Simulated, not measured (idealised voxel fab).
Name of the process module below: voxel self aligned contacts
Section cut is 240 nm wide and gridded with 5 nm square cells.
Cross-section layout: square cells on a grid; listed as bands, top to bottom; a band spans one or more cell rows.
First you get the band's top height and its bottom height, in nm, and then the materials it's made of, left to right, with each width in nm. If you see a single material with "edge to edge", that one covers the band edge to edge. "air" is empty space.
Note: height 0 marks the level under which the wafer is uniformly one material as received. Lowest band unbounded below, written "0 -> down".
It should be noted that a width expressed as "30 to 40" varies in equal increments from row to row of cells within the band, taking the value of the first number at the top row and that of the second number at the bottom row.
Any step labelled "same as before" changed none of the cells in the cross-section.
Voids not open to the top, 8 cells minimum: see "Enclosed void inventory". Written width x height at distance; distance is from the left edge; nm.
If you see something after the settings on a step's line, that's the simulator's own remark about that step.
overlay nm: right-of-plan distance of the mask on a masked step; negative values mean left-of-plan.

# Listed below are the process steps as planned
1,RECEIVE (material Si)
2,OXIDIZE (depth nm 5)
3,DIRECTIONAL_DEP (material polySi; thk nm 30)
4,DIRECTIONAL_DEP (material SiN; thk nm 20)
5,DIRECTIONAL_DEP (material aC; thk nm 10)
6,PATTERN (tone cover; mask id GATE; material resist; width nm 25; pitch nm 65; thk nm 30; overlay nm -15)
7,DIRECTIONAL_ETCH (etch materials aC; depth nm 10)
8,STRIP (etch materials resist)
9,DIRECTIONAL_ETCH (etch materials SiN; depth nm 20)
10,DIRECTIONAL_ETCH (etch materials polySi; depth nm 30)
11,STRIP (etch materials aC)
12,CONFORMAL_DEP (material SiN; thk nm 10)
13,DIRECTIONAL_ETCH (etch materials SiN; depth nm 10)
14,FILL_DEP (material SiO2; thk nm 15)
15,CMP (height nm 60)
16,DIRECTIONAL_DEP (material aC; thk nm 10)
17,PATTERN (tone open; mask id CONTACT; material resist; width nm 50; thk nm 25; overlay nm 0)
18,DIRECTIONAL_ETCH (etch materials aC; depth nm 10)
19,STRIP (etch materials resist)
20,DIRECTIONAL_ETCH (etch materials SiO2; depth nm 65)
21,STRIP (etch materials aC)
22,CONFORMAL_DEP (material TiN; thk nm 5)
23,FILL_DEP (material W; thk nm 5)
24,CMP (height nm 60)
25,CONFORMAL_DEP (material SiN; thk nm 5)
All wafers enter the flow in the same state. The overlay nm at step 6 differs from wafer to wafer, and the plan gives the value for the first wafer.

# The first of several wafers, as received after step 1, seen in section
0 -> down  Si edge to edge
Enclosed void inventory: none

# Cross-section, first of several wafers, end of module, after last step 25
65 -> 60  SiN edge to edge
60 -> 50  SiO2 95 | TiN 5 | W 40 to 10 | TiN 5 to 35 | SiO2 95
50 -> 30  SiO2 50 | SiN 45 | TiN 5 | W 10 | TiN 5 | SiN 45 | SiO2 80
30 -> 0  SiO2 50 | SiN 10 | polySi 25 | SiN 10 | TiN 5 | W 10 | TiN 5 | SiN 10 | polySi 25 | SiN 10 | SiO2 80
0 -> -5  SiO2 95 | TiN 20 | SiO2 125
-5 -> down  Si edge to edge
Enclosed void inventory: none

# Last wafer of the set, cross-sectioned at end of module
65 -> 60  SiN edge to edge
60 -> 50  SiO2 95 | TiN 5 to 35 | W 40 to 10 | TiN 5 | SiO2 95
50 -> 30  SiO2 80 | SiN 45 | TiN 5 | W 10 | TiN 5 | SiN 45 | SiO2 50
30 -> 0  SiO2 80 | SiN 10 | polySi 25 | SiN 10 | TiN 5 | W 10 | TiN 5 | SiN 10 | polySi 25 | SiN 10 | SiO2 50
0 -> -5  SiO2 125 | TiN 20 | SiO2 95
-5 -> down  Si edge to edge
Enclosed void inventory: none

# Table: wafers, a row each; end-of-module cell change per material since receipt, gain (+), loss (-); then closed voids
overlay nm -15, -48 Si, +168 SiN, +380 SiO2, +34 TiN, +30 W, +60 polySi, Enclosed void inventory: none
overlay nm -10, -48 Si, +168 SiN, +380 SiO2, +34 TiN, +30 W, +60 polySi, Enclosed void inventory: none
overlay nm -5, -48 Si, +168 SiN, +380 SiO2, +34 TiN, +30 W, +60 polySi, Enclosed void inventory: none
overlay nm 0, -48 Si, +168 SiN, +380 SiO2, +34 TiN, +30 W, +60 polySi, Enclosed void inventory: none
overlay nm 5, -48 Si, +168 SiN, +380 SiO2, +34 TiN, +30 W, +60 polySi, Enclosed void inventory: none
overlay nm 10, -48 Si, +168 SiN, +380 SiO2, +34 TiN, +30 W, +60 polySi, Enclosed void inventory: none
overlay nm 15, -48 Si, +168 SiN, +380 SiO2, +34 TiN, +30 W, +60 polySi, Enclosed void inventory: none
